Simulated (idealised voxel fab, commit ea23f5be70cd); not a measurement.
You're looking at the process module voxel capacitor over wiring.
Xsec cut, 220 nm wide, square cell size 5 nm.
When this document writes out a cross-section, it uses a grid of square cells and lists it as bands, beginning at the top and moving down, with a band standing for one or more rows of cells.
Read a band's entry like this: the first values are the height of its top and the height of its bottom in nm, and what follows is the sequence of materials from left to right, each with its width in nm. Note that "blank" is empty space, and that a single material marked "edge to edge" reaches across the band from edge to edge.
Zero point of the height axis is 0; under it, received wafer = one material. Lowest band: continues down indefinitely, "top 0, no bottom".
Width: "30..40" (first number = top row, second number = bottom row, same change from row to row of cells).
Reading "changes: none" for a step: not a cell of the cross-section changed in it.
Voids not open to the top, 8 cells minimum: see "Encapsulated voids". Written width x height at distance; distance is from the left edge; nm.
Past the settings on a step's line: simulator remark, on that step.
overlay nm: for a step with a mask, the amount by which the mask lay right of where it was planned; a negative amount means left of it.
Pairs ahead. Before: cross-section ahead of one process step. After: cross-section once the step is done, shown to the lowest changed band only. Under each pair: that step, with settings. Caution: pairs may come from different runs of this module on the same starting wafer; a pair follows the pair above only where its "Before processing" entry says so.

Before processing
  top 85, bottom 75: TiN edge to edge
  top 75, bottom 70: HfO2 edge to edge
  top 70, bottom 60: TiN edge to edge
  top 60, bottom 55: Ru edge to edge
  top 55, bottom 50: 70 of TiN | 5 of Ru | 145 of TiN
  top 50, bottom 35: 65 of SiO2 | 5 of TiN | 5 of Ru | 5 of TiN | 140 of SiO2
  top 35, bottom 30: 65 of SiCN | 15 of TiN | 140 of SiCN
  top 30, bottom 15: 50 of SiO2 | 5 of TiN | 20 of Ru | 5 of TiN | 55 of SiO2 | 5 of TiN | 20 of Ru | 5 of TiN | 55 of SiO2
  top 15, bottom 10: 50 of SiCN | 30 of TiN | 55 of SiCN | 30 of TiN | 55 of SiCN
  top 10, bottom 0: SiO2 edge to edge
  top 0, no bottom: Si edge to edge
  Encapsulated voids: none

Structure After Step
  top 95, bottom 85: aC edge to edge
  Under the height 85 nothing was changed.
  Encapsulated voids: none
Between the two cross-sections shown above lies DIRECTIONAL_DEP (material aC; thk nm 10)

Before processing: it's just the after picture from the pair right above this one.

Structure After Step
  top 120, bottom 95: 65 of blank | 60 of resist | 95 of blank
  Under the height 95 nothing was changed.
  Encapsulated voids: none
Between the two cross-sections shown above lies PATTERN (tone cover; mask id UPPER_PLATE; material resist; width nm 60; thk nm 25; overlay nm 0)

Before processing: it's just the after picture from the pair right above this one.

Structure After Step
  top 110, bottom 95: 65 of blank | 60 of resist | 95 of blank
  top 95, bottom 85: 65 of blank | 60 of aC | 95 of blank
  Under the height 85 nothing was changed.
  Encapsulated voids: none
Between the two cross-sections shown above lies DIRECTIONAL_ETCH (etch materials aC; depth nm 10)

Before processing: it's just the after picture from the pair right above this one.

Structure After Step
  top 95, bottom 85: 65 of blank | 60 of aC | 95 of blank
  Under the height 85 nothing was changed.
  Encapsulated voids: none
Between the two cross-sections shown above lies STRIP (etch materials resist)

Before processing: it's just the after picture from the pair right above this one.

Structure After Step
  top 95, bottom 85: 65 of blank | 60 of aC | 95 of blank
  top 85, bottom 75: 65 of blank | 60 of TiN | 95 of blank
  Under the height 75 nothing was changed.
  Encapsulated voids: none
Between the two cross-sections shown above lies DIRECTIONAL_ETCH (etch materials TiN; depth nm 10)

Before processing: it's just the after picture from the pair right above this one.

Structure After Step
  top 95, bottom 85: 65 of blank | 60 of aC | 95 of blank
  top 85, bottom 75: 65 of blank | 60 of TiN | 95 of blank
  top 75, bottom 70: 65 of blank | 60 of HfO2 | 95 of blank
  Under the height 70 nothing was changed.
  Encapsulated voids: none
Between the two cross-sections shown above lies DIRECTIONAL_ETCH (etch materials HfO2; depth nm 5)

Before processing: it's just the after picture from the pair right above this one.

Structure After Step
  top 85, bottom 75: 65 of blank | 60 of TiN | 95 of blank
  Under the height 75 nothing was changed.
  Encapsulated voids: none
Between the two cross-sections shown above lies STRIP (etch materials aC)

Before processing: it's just the after picture from the pair right above this one.

Structure After Step
  top 100, bottom 85: 65 of blank | 60 of aC | 95 of blank
  top 85, bottom 75: 65 of aC | 60 of TiN | 95 of aC
  top 75, bottom 70: 65 of aC | 60 of HfO2 | 95 of aC
  Under the height 70 nothing was changed.
  Encapsulated voids: none
Between the two cross-sections shown above lies DIRECTIONAL_DEP (material aC; thk nm 15)

Before processing: it's just the after picture from the pair right above this one.

Structure After Step
  top 130, bottom 100: 60 of blank | 70 of resist | 90 of blank
  top 100, bottom 85: 60 of blank | 5 of resist | 60 of aC | 5 of resist | 90 of blank
  Under the height 85 nothing was changed.
  Encapsulated voids: none
Between the two cross-sections shown above lies PATTERN (tone cover; mask id LOWER_PLATE; material resist; width nm 70; thk nm 30; overlay nm 0)

Before processing: it's just the after picture from the pair right above this one.

Structure After Step
  top 115, bottom 100: 60 of blank | 70 of resist | 90 of blank
  top 100, bottom 85: 60 of blank | 5 of resist | 60 of aC | 5 of resist | 90 of blank
  top 85, bottom 75: 60 of blank | 5 of aC | 60 of TiN | 5 of aC | 90 of blank
  top 75, bottom 70: 60 of blank | 5 of aC | 60 of HfO2 | 5 of aC | 90 of blank
  Under the height 70 nothing was changed.
  Encapsulated voids: none
Between the two cross-sections shown above lies DIRECTIONAL_ETCH (etch materials aC; depth nm 15)

Before processing: it's just the after picture from the pair right above this one.

Structure After Step
  top 100, bottom 85: 65 of blank | 60 of aC | 95 of blank
  Under the height 85 nothing was changed.
  Encapsulated voids: none
Between the two cross-sections shown above lies STRIP (etch materials resist)

Before processing: it's just the after picture from the pair right above this one.

Structure After Step
  top 100, bottom 85: 65 of blank | 60 of aC | 95 of blank
  top 85, bottom 75: 60 of blank | 5 of aC | 60 of TiN | 5 of aC | 90 of blank
  top 75, bottom 70: 60 of blank | 5 of aC | 60 of HfO2 | 5 of aC | 90 of blank
  top 70, bottom 60: 60 of blank | 70 of TiN | 90 of blank
  Under the height 60 nothing was changed.
  Encapsulated voids: none
Between the two cross-sections shown above lies DIRECTIONAL_ETCH (etch materials TiN; depth nm 10)

Before processing: it's just the after picture from the pair right above this one.

Structure After Step
  top 85, bottom 75: 65 of blank | 60 of TiN | 95 of blank
  top 75, bottom 70: 65 of blank | 60 of HfO2 | 95 of blank
  Under the height 70 nothing was changed.
  Encapsulated voids: none
Between the two cross-sections shown above lies STRIP (etch materials aC)

Before processing: it's just the after picture from the pair right above this one.

Structure After Step
  top 100, bottom 85: SiO2 edge to edge
  top 85, bottom 75: 65 of SiO2 | 60 of TiN | 95 of SiO2
  top 75, bottom 70: 65 of SiO2 | 60 of HfO2 | 95 of SiO2
  top 70, bottom 60: 60 of SiO2 | 70 of TiN | 90 of SiO2
  Under the height 60 nothing was changed.
  Encapsulated voids: none
Between the two cross-sections shown above lies FILL_DEP (material SiO2; thk nm 15)

Before processing: it's just the after picture from the pair right above this one.

Structure After Step
  top 95, bottom 85: SiO2 edge to edge
  Under the height 85 nothing was changed.
  Encapsulated voids: none
Between the two cross-sections shown above lies CMP (height nm 95)

Before processing: it's just the after picture from the pair right above this one.

Structure After Step
  top 95, bottom 85: 75 of SiO2 | 15 of blank | 130 of SiO2
  Under the height 85 nothing was changed.
  Encapsulated voids: none
Between the two cross-sections shown above lies MASKED_ETCH (tone open; mask id PLUG_2; width nm 15; etch materials SiO2; depth nm 10; overlay nm 0)

Before processing: it's just the after picture from the pair right above this one.

Structure After Step
  top 100, bottom 95: 80 of TiN | 5 of blank | 135 of TiN
  top 95, bottom 90: 75 of SiO2 | 5 of TiN | 5 of blank | 5 of TiN | 130 of SiO2
  top 90, bottom 85: 75 of SiO2 | 15 of TiN | 130 of SiO2
  Under the height 85 nothing was changed.
  Encapsulated voids: none
Between the two cross-sections shown above lies CONFORMAL_DEP (material TiN; thk nm 5)

Before processing: it's just the after picture from the pair right above this one.

Structure After Step
  top 110, bottom 100: W edge to edge
  top 100, bottom 95: 80 of TiN | 5 of W | 135 of TiN
  top 95, bottom 90: 75 of SiO2 | 5 of TiN | 5 of W | 5 of TiN | 130 of SiO2
  Under the height 90 nothing was changed.
  Encapsulated voids: none
Between the two cross-sections shown above lies FILL_DEP (material W; thk nm 10)

Before processing: it's just the after picture from the pair right above this one.

Structure After Step
  top 95, bottom 90: 75 of SiO2 | 5 of TiN | 5 of W | 5 of TiN | 130 of SiO2
  Under the height 90 nothing was changed.
  Encapsulated voids: none
Between the two cross-sections shown above lies CMP (height nm 95)

Before processing: it's just the after picture from the pair right above this one.

Structure After Step
  top 100, bottom 95: SiN edge to edge
  Under the height 95 nothing was changed.
  Encapsulated voids: none
Between the two cross-sections shown above lies CONFORMAL_DEP (material SiN; thk nm 5)

Before processing
  top 100, bottom 85: 65 of blank | 60 of aC | 95 of blank
  top 85, bottom 75: 65 of aC | 60 of TiN | 95 of aC
  top 75, bottom 70: 65 of aC | 60 of HfO2 | 95 of aC
  top 70, bottom 60: TiN edge to edge
  top 60, bottom 45: 65 of SiO2 | 5 of TiN | 5 of Ru | 5 of TiN | 140 of SiO2
  top 45, bottom 40: 65 of SiCN | 15 of TiN | 140 of SiCN
  top 40, bottom 15: 50 of SiO2 | 5 of TiN | 20 of Ru | 5 of TiN | 55 of SiO2 | 5 of TiN | 20 of Ru | 5 of TiN | 55 of SiO2
  top 15, bottom 10: 50 of SiCN | 30 of TiN | 55 of SiCN | 30 of TiN | 55 of SiCN
  top 10, bottom 0: SiO2 edge to edge
  top 0, no bottom: Si edge to edge
  Encapsulated voids: none

Structure After Step
  top 130, bottom 100: 60 of blank | 75 of resist | 85 of blank
  top 100, bottom 85: 60 of blank | 5 of resist | 60 of aC | 10 of resist | 85 of blank
  Under the height 85 nothing was changed.
  Encapsulated voids: none
Between the two cross-sections shown above lies PATTERN (tone cover; mask id LOWER_PLATE; material resist; width nm 75; thk nm 30; overlay nm 0)

Before processing: it's just the after picture from the pair right above this one.

Structure After Step
  top 115, bottom 100: 60 of blank | 75 of resist | 85 of blank
  top 100, bottom 85: 60 of blank | 5 of resist | 60 of aC | 10 of resist | 85 of blank
  top 85, bottom 75: 60 of blank | 5 of aC | 60 of TiN | 10 of aC | 85 of blank
  top 75, bottom 70: 60 of blank | 5 of aC | 60 of HfO2 | 10 of aC | 85 of blank
  Under the height 70 nothing was changed.
  Encapsulated voids: none
Between the two cross-sections shown above lies DIRECTIONAL_ETCH (etch materials aC; depth nm 15)

Before processing: it's just the after picture from the pair right above this one.

Structure After Step
  top 100, bottom 85: 65 of blank | 60 of aC | 95 of blank
  Under the height 85 nothing was changed.
  Encapsulated voids: none
Between the two cross-sections shown above lies STRIP (etch materials resist)

Before processing: it's just the after picture from the pair right above this one.

Structure After Step
  top 100, bottom 85: 65 of blank | 60 of aC | 95 of blank
  top 85, bottom 75: 60 of blank | 5 of aC | 60 of TiN | 10 of aC | 85 of blank
  top 75, bottom 70: 60 of blank | 5 of aC | 60 of HfO2 | 10 of aC | 85 of blank
  top 70, bottom 60: 60 of blank | 75 of TiN | 85 of blank
  Under the height 60 nothing was changed.
  Encapsulated voids: none
Between the two cross-sections shown above lies DIRECTIONAL_ETCH (etch materials TiN; depth nm 10)

Before processing: it's just the after picture from the pair right above this one.

Structure After Step
  top 85, bottom 75: 65 of blank | 60 of TiN | 95 of blank
  top 75, bottom 70: 65 of blank | 60 of HfO2 | 95 of blank
  Under the height 70 nothing was changed.
  Encapsulated voids: none
Between the two cross-sections shown above lies STRIP (etch materials aC)

Before processing: it's just the after picture from the pair right above this one.

Structure After Step
  top 100, bottom 85: SiO2 edge to edge
  top 85, bottom 75: 65 of SiO2 | 60 of TiN | 95 of SiO2
  top 75, bottom 70: 65 of SiO2 | 60 of HfO2 | 95 of SiO2
  top 70, bottom 60: 60 of SiO2 | 75 of TiN | 85 of SiO2
  Under the height 60 nothing was changed.
  Encapsulated voids: none
Between the two cross-sections shown above lies FILL_DEP (material SiO2; thk nm 15)

Before processing: it's just the after picture from the pair right above this one.

Structure After Step
  top 95, bottom 85: SiO2 edge to edge
  Under the height 85 nothing was changed.
  Encapsulated voids: none
Between the two cross-sections shown above lies CMP (height nm 95)

Before processing: it's just the after picture from the pair right above this one.

Structure After Step
  top 95, bottom 85: 75 of SiO2 | 15 of blank | 130 of SiO2
  Under the height 85 nothing was changed.
  Encapsulated voids: none
Between the two cross-sections shown above lies MASKED_ETCH (tone open; mask id PLUG_2; width nm 15; etch materials SiO2; depth nm 10; overlay nm 0)

Before processing: it's just the after picture from the pair right above this one.

Structure After Step
  top 100, bottom 95: 80 of TiN | 5 of blank | 135 of TiN
  top 95, bottom 90: 75 of SiO2 | 5 of TiN | 5 of blank | 5 of TiN | 130 of SiO2
  top 90, bottom 85: 75 of SiO2 | 15 of TiN | 130 of SiO2
  Under the height 85 nothing was changed.
  Encapsulated voids: none
Between the two cross-sections shown above lies CONFORMAL_DEP (material TiN; thk nm 5)

Before processing: it's just the after picture from the pair right above this one.

Structure After Step
  top 110, bottom 100: W edge to edge
  top 100, bottom 95: 80 of TiN | 5 of W | 135 of TiN
  top 95, bottom 90: 75 of SiO2 | 5 of TiN | 5 of W | 5 of TiN | 130 of SiO2
  Under the height 90 nothing was changed.
  Encapsulated voids: none
Between the two cross-sections shown above lies FILL_DEP (material W; thk nm 10)

Before processing: it's just the after picture from the pair right above this one.

Structure After Step
  top 95, bottom 90: 75 of SiO2 | 5 of TiN | 5 of W | 5 of TiN | 130 of SiO2
  Under the height 90 nothing was changed.
  Encapsulated voids: none
Between the two cross-sections shown above lies CMP (height nm 95)

Before processing: it's just the after picture from the pair right above this one.

Structure After Step
  top 100, bottom 95: SiN edge to edge
  Under the height 95 nothing was changed.
  Encapsulated voids: none
Between the two cross-sections shown above lies CONFORMAL_DEP (material SiN; thk nm 5)

Before processing
  top 100, bottom 85: 65 of blank | 60 of aC | 95 of blank
  top 85, bottom 75: 65 of aC | 60 of TiN | 95 of aC
  top 75, bottom 70: 65 of aC | 60 of HfO2 | 95 of aC
  top 70, bottom 60: TiN edge to edge
  top 60, bottom 45: 65 of SiO2 | 5 of TiN | 5 of Ru | 5 of TiN | 140 of SiO2
  top 45, bottom 40: 65 of SiCN | 15 of TiN | 140 of SiCN
  top 40, bottom 15: 50 of SiO2 | 5 of TiN | 20 of Ru | 5 of TiN | 55 of SiO2 | 5 of TiN | 20 of Ru | 5 of TiN | 55 of SiO2
  top 15, bottom 10: 50 of SiCN | 30 of TiN | 55 of SiCN | 30 of TiN | 55 of SiCN
  top 10, bottom 0: SiO2 edge to edge
  top 0, no bottom: Si edge to edge
  Encapsulated voids: none

Structure After Step
  top 130, bottom 100: 55 of blank | 70 of resist | 95 of blank
  top 100, bottom 85: 55 of blank | 10 of resist | 60 of aC | 95 of blank
  Under the height 85 nothing was changed.
  Encapsulated voids: none
Between the two cross-sections shown above lies PATTERN (tone cover; mask id LOWER_PLATE; material resist; width nm 70; thk nm 30; overlay nm -5)

Before processing: it's just the after picture from the pair right above this one.

Structure After Step
  top 115, bottom 100: 55 of blank | 70 of resist | 95 of blank
  top 100, bottom 85: 55 of blank | 10 of resist | 60 of aC | 95 of blank
  top 85, bottom 75: 55 of blank | 10 of aC | 60 of TiN | 95 of blank
  top 75, bottom 70: 55 of blank | 10 of aC | 60 of HfO2 | 95 of blank
  Under the height 70 nothing was changed.
  Encapsulated voids: none
Between the two cross-sections shown above lies DIRECTIONAL_ETCH (etch materials aC; depth nm 15)

Before processing: it's just the after picture from the pair right above this one.

Structure After Step
  top 100, bottom 85: 65 of blank | 60 of aC | 95 of blank
  Under the height 85 nothing was changed.
  Encapsulated voids: none
Between the two cross-sections shown above lies STRIP (etch materials resist)

Before processing: it's just the after picture from the pair right above this one.

Structure After Step
  top 100, bottom 85: 65 of blank | 60 of aC | 95 of blank
  top 85, bottom 75: 55 of blank | 10 of aC | 60 of TiN | 95 of blank
  top 75, bottom 70: 55 of blank | 10 of aC | 60 of HfO2 | 95 of blank
  top 70, bottom 60: 55 of blank | 70 of TiN | 95 of blank
  Under the height 60 nothing was changed.
  Encapsulated voids: none
Between the two cross-sections shown above lies DIRECTIONAL_ETCH (etch materials TiN; depth nm 10)

Before processing: it's just the after picture from the pair right above this one.

Structure After Step
  top 85, bottom 75: 65 of blank | 60 of TiN | 95 of blank
  top 75, bottom 70: 65 of blank | 60 of HfO2 | 95 of blank
  Under the height 70 nothing was changed.
  Encapsulated voids: none
Between the two cross-sections shown above lies STRIP (etch materials aC)

Before processing: it's just the after picture from the pair right above this one.

Structure After Step
  top 100, bottom 85: SiO2 edge to edge
  top 85, bottom 75: 65 of SiO2 | 60 of TiN | 95 of SiO2
  top 75, bottom 70: 65 of SiO2 | 60 of HfO2 | 95 of SiO2
  top 70, bottom 60: 55 of SiO2 | 70 of TiN | 95 of SiO2
  Under the height 60 nothing was changed.
  Encapsulated voids: none
Between the two cross-sections shown above lies FILL_DEP (material SiO2; thk nm 15)

Before processing: it's just the after picture from the pair right above this one.

Structure After Step
  top 95, bottom 85: SiO2 edge to edge
  Under the height 85 nothing was changed.
  Encapsulated voids: none
Between the two cross-sections shown above lies CMP (height nm 95)

Before processing: it's just the after picture from the pair right above this one.

Structure After Step
  top 95, bottom 85: 75 of SiO2 | 15 of blank | 130 of SiO2
  Under the height 85 nothing was changed.
  Encapsulated voids: none
Between the two cross-sections shown above lies MASKED_ETCH (tone open; mask id PLUG_2; width nm 15; etch materials SiO2; depth nm 10; overlay nm 0)

Before processing: it's just the after picture from the pair right above this one.

Structure After Step
  top 100, bottom 95: 80 of TiN | 5 of blank | 135 of TiN
  top 95, bottom 90: 75 of SiO2 | 5 of TiN | 5 of blank | 5 of TiN | 130 of SiO2
  top 90, bottom 85: 75 of SiO2 | 15 of TiN | 130 of SiO2
  Under the height 85 nothing was changed.
  Encapsulated voids: none
Between the two cross-sections shown above lies CONFORMAL_DEP (material TiN; thk nm 5)

Before processing: it's just the after picture from the pair right above this one.

Structure After Step
  top 110, bottom 100: W edge to edge
  top 100, bottom 95: 80 of TiN | 5 of W | 135 of TiN
  top 95, bottom 90: 75 of SiO2 | 5 of TiN | 5 of W | 5 of TiN | 130 of SiO2
  Under the height 90 nothing was changed.
  Encapsulated voids: none
Between the two cross-sections shown above lies FILL_DEP (material W; thk nm 10)

Before processing: it's just the after picture from the pair right above this one.

Structure After Step
  top 95, bottom 90: 75 of SiO2 | 5 of TiN | 5 of W | 5 of TiN | 130 of SiO2
  Under the height 90 nothing was changed.
  Encapsulated voids: none
Between the two cross-sections shown above lies CMP (height nm 95)

Before processing: it's just the after picture from the pair right above this one.

Structure After Step
  top 100, bottom 95: SiN edge to edge
  Under the height 95 nothing was changed.
  Encapsulated voids: none
Between the two cross-sections shown above lies CONFORMAL_DEP (material SiN; thk nm 5)

Before processing
  top 95, bottom 85: 75 of SiO2 | 15 of blank | 130 of SiO2
  top 85, bottom 75: 65 of SiO2 | 60 of TiN | 95 of SiO2
  top 75, bottom 70: 65 of SiO2 | 60 of HfO2 | 95 of SiO2
  top 70, bottom 60: 60 of SiO2 | 70 of TiN | 90 of SiO2
  top 60, bottom 45: 65 of SiO2 | 5 of TiN | 5 of Ru | 5 of TiN | 140 of SiO2
  top 45, bottom 40: 65 of SiCN | 15 of TiN | 140 of SiCN
  top 40, bottom 15: 50 of SiO2 | 5 of TiN | 20 of Ru | 5 of TiN | 55 of SiO2 | 5 of TiN | 20 of Ru | 5 of TiN | 55 of SiO2
  top 15, bottom 10: 50 of SiCN | 30 of TiN | 55 of SiCN | 30 of TiN | 55 of SiCN
  top 10, bottom 0: SiO2 edge to edge
  top 0, no bottom: Si edge to edge
  Encapsulated voids: none

Structure After Step
  top 100, bottom 95: 80 of SiCN | 5 of blank | 135 of SiCN
  top 95, bottom 90: 75 of SiO2 | 5 of SiCN | 5 of blank | 5 of SiCN | 130 of SiO2
  top 90, bottom 85: 75 of SiO2 | 15 of SiCN | 130 of SiO2
  Under the height 85 nothing was changed.
  Encapsulated voids: none
Between the two cross-sections shown above lies CONFORMAL_DEP (material SiCN; thk nm 5)

Before processing: it's just the after picture from the pair right above this one.

Structure After Step
  top 110, bottom 100: W edge to edge
  top 100, bottom 95: 80 of SiCN | 5 of W | 135 of SiCN
  top 95, bottom 90: 75 of SiO2 | 5 of SiCN | 5 of W | 5 of SiCN | 130 of SiO2
  Under the height 90 nothing was changed.
  Encapsulated voids: none
Between the two cross-sections shown above lies FILL_DEP (material W; thk nm 10)

Before processing: it's just the after picture from the pair right above this one.

Structure After Step
  top 95, bottom 90: 75 of SiO2 | 5 of SiCN | 5 of W | 5 of SiCN | 130 of SiO2
  Under the height 90 nothing was changed.
  Encapsulated voids: none
Between the two cross-sections shown above lies CMP (height nm 95)

Before processing: it's just the after picture from the pair right above this one.

Structure After Step
  top 100, bottom 95: SiN edge to edge
  Under the height 95 nothing was changed.
  Encapsulated voids: none
Between the two cross-sections shown above lies CONFORMAL_DEP (material SiN; thk nm 5)

Before processing
  top 95, bottom 85: aC edge to edge
  top 85, bottom 75: TiN edge to edge
  top 75, bottom 70: HfO2 edge to edge
  top 70, bottom 60: TiN edge to edge
  top 60, bottom 45: 65 of SiO2 | 5 of TiN | 5 of Ru | 5 of TiN | 140 of SiO2
  top 45, bottom 40: 65 of SiCN | 15 of TiN | 140 of SiCN
  top 40, bottom 15: 50 of SiO2 | 5 of TiN | 20 of Ru | 5 of TiN | 55 of SiO2 | 5 of TiN | 20 of Ru | 5 of TiN | 55 of SiO2
  top 15, bottom 10: 50 of SiCN | 30 of TiN | 55 of SiCN | 30 of TiN | 55 of SiCN
  top 10, bottom 0: SiO2 edge to edge
  top 0, no bottom: Si edge to edge
  Encapsulated voids: none

Structure After Step
  top 120, bottom 95: 65 of resist | 60 of blank | 95 of resist
  Under the height 95 nothing was changed.
  Encapsulated voids: none
Between the two cross-sections shown above lies PATTERN (tone open; mask id UPPER_PLATE; material resist; width nm 60; thk nm 25; overlay nm 0)

Before processing: it's just the after picture from the pair right above this one.

Structure After Step
  top 110, bottom 95: 65 of resist | 60 of blank | 95 of resist
  top 95, bottom 85: 65 of aC | 60 of blank | 95 of aC
  Under the height 85 nothing was changed.
  Encapsulated voids: none
Between the two cross-sections shown above lies DIRECTIONAL_ETCH (etch materials aC; depth nm 10)

Before processing: it's just the after picture from the pair right above this one.

Structure After Step
  top 95, bottom 85: 65 of aC | 60 of blank | 95 of aC
  Under the height 85 nothing was changed.
  Encapsulated voids: none
Between the two cross-sections shown above lies STRIP (etch materials resist)

Before processing: it's just the after picture from the pair right above this one.

Structure After Step
  top 95, bottom 85: 65 of aC | 60 of blank | 95 of aC
  top 85, bottom 75: 65 of TiN | 60 of blank | 95 of TiN
  Under the height 75 nothing was changed.
  Encapsulated voids: none
Between the two cross-sections shown above lies DIRECTIONAL_ETCH (etch materials TiN; depth nm 10)

Before processing: it's just the after picture from the pair right above this one.

Structure After Step
  top 95, bottom 85: 65 of aC | 60 of blank | 95 of aC
  top 85, bottom 75: 65 of TiN | 60 of blank | 95 of TiN
  top 75, bottom 70: 65 of HfO2 | 60 of blank | 95 of HfO2
  Under the height 70 nothing was changed.
  Encapsulated voids: none
Between the two cross-sections shown above lies DIRECTIONAL_ETCH (etch materials HfO2; depth nm 5)

Before processing: it's just the after picture from the pair right above this one.

Structure After Step
  top 85, bottom 75: 65 of TiN | 60 of blank | 95 of TiN
  Under the height 75 nothing was changed.
  Encapsulated voids: none
Between the two cross-sections shown above lies STRIP (etch materials aC)

Before processing: it's just the after picture from the pair right above this one.

Structure After Step
  top 100, bottom 85: 65 of aC | 60 of blank | 95 of aC
  top 85, bottom 75: 65 of TiN | 60 of aC | 95 of TiN
  top 75, bottom 70: 65 of HfO2 | 60 of aC | 95 of HfO2
  Under the height 70 nothing was changed.
  Encapsulated voids: none
Between the two cross-sections shown above lies DIRECTIONAL_DEP (material aC; thk nm 15)

Before processing: it's just the after picture from the pair right above this one.

Structure After Step
  top 130, bottom 100: 60 of blank | 70 of resist | 90 of blank
  top 100, bottom 85: 65 of aC | 60 of resist | 95 of aC
  Under the height 85 nothing was changed.
  Encapsulated voids: none
Between the two cross-sections shown above lies PATTERN (tone cover; mask id LOWER_PLATE; material resist; width nm 70; thk nm 30; overlay nm 0)

Before processing: it's just the after picture from the pair right above this one.

Structure After Step
  top 115, bottom 100: 60 of blank | 70 of resist | 90 of blank
  top 100, bottom 85: 60 of blank | 5 of aC | 60 of resist | 5 of aC | 90 of blank
  Under the height 85 nothing was changed.
  Encapsulated voids: none
Between the two cross-sections shown above lies DIRECTIONAL_ETCH (etch materials aC; depth nm 15)

Before processing: it's just the after picture from the pair right above this one.

Structure After Step
  top 100, bottom 85: 60 of blank | 5 of aC | 60 of blank | 5 of aC | 90 of blank
  Under the height 85 nothing was changed.
  Encapsulated voids: none
Between the two cross-sections shown above lies STRIP (etch materials resist)

Before processing: it's just the after picture from the pair right above this one.

Structure After Step
  top 100, bottom 85: 60 of blank | 5 of aC | 60 of blank | 5 of aC | 90 of blank
  top 85, bottom 75: 60 of blank | 5 of TiN | 60 of aC | 5 of TiN | 90 of blank
  Under the height 75 nothing was changed.
  Encapsulated voids: none
Between the two cross-sections shown above lies DIRECTIONAL_ETCH (etch materials TiN; depth nm 10)

Before processing: it's just the after picture from the pair right above this one.

Structure After Step
  top 85, bottom 75: 60 of blank | 5 of TiN | 60 of blank | 5 of TiN | 90 of blank
  top 75, bottom 70: 65 of HfO2 | 60 of blank | 95 of HfO2
  Under the height 70 nothing was changed.
  Encapsulated voids: none
Between the two cross-sections shown above lies STRIP (etch materials aC)

Before processing: it's just the after picture from the pair right above this one.

Structure After Step
  top 100, bottom 85: SiO2 edge to edge
  top 85, bottom 75: 60 of SiO2 | 5 of TiN | 60 of SiO2 | 5 of TiN | 90 of SiO2
  top 75, bottom 70: 65 of HfO2 | 60 of SiO2 | 95 of HfO2
  Under the height 70 nothing was changed.
  Encapsulated voids: none
Between the two cross-sections shown above lies FILL_DEP (material SiO2; thk nm 15)

Before processing: it's just the after picture from the pair right above this one.

Structure After Step
  top 95, bottom 85: SiO2 edge to edge
  Under the height 85 nothing was changed.
  Encapsulated voids: none
Between the two cross-sections shown above lies CMP (height nm 95)

Before processing: it's just the after picture from the pair right above this one.

Structure After Step
  top 95, bottom 85: 75 of SiO2 | 15 of blank | 130 of SiO2
  Under the height 85 nothing was changed.
  Encapsulated voids: none
Between the two cross-sections shown above lies MASKED_ETCH (tone open; mask id PLUG_2; width nm 15; etch materials SiO2; depth nm 10; overlay nm 0)

Before processing: it's just the after picture from the pair right above this one.

Structure After Step
  top 100, bottom 95: 80 of TiN | 5 of blank | 135 of TiN
  top 95, bottom 90: 75 of SiO2 | 5 of TiN | 5 of blank | 5 of TiN | 130 of SiO2
  top 90, bottom 85: 75 of SiO2 | 15 of TiN | 130 of SiO2
  Under the height 85 nothing was changed.
  Encapsulated voids: none
Between the two cross-sections shown above lies CONFORMAL_DEP (material TiN; thk nm 5)

Before processing: it's just the after picture from the pair right above this one.

Structure After Step
  top 110, bottom 100: W edge to edge
  top 100, bottom 95: 80 of TiN | 5 of W | 135 of TiN
  top 95, bottom 90: 75 of SiO2 | 5 of TiN | 5 of W | 5 of TiN | 130 of SiO2
  Under the height 90 nothing was changed.
  Encapsulated voids: none
Between the two cross-sections shown above lies FILL_DEP (material W; thk nm 10)

Before processing: it's just the after picture from the pair right above this one.

Structure After Step
  top 95, bottom 90: 75 of SiO2 | 5 of TiN | 5 of W | 5 of TiN | 130 of SiO2
  Under the height 90 nothing was changed.
  Encapsulated voids: none
Between the two cross-sections shown above lies CMP (height nm 95)

Before processing: it's just the after picture from the pair right above this one.

Structure After Step
  top 100, bottom 95: SiN edge to edge
  Under the height 95 nothing was changed.
  Encapsulated voids: none
Between the two cross-sections shown above lies CONFORMAL_DEP (material SiN; thk nm 5)
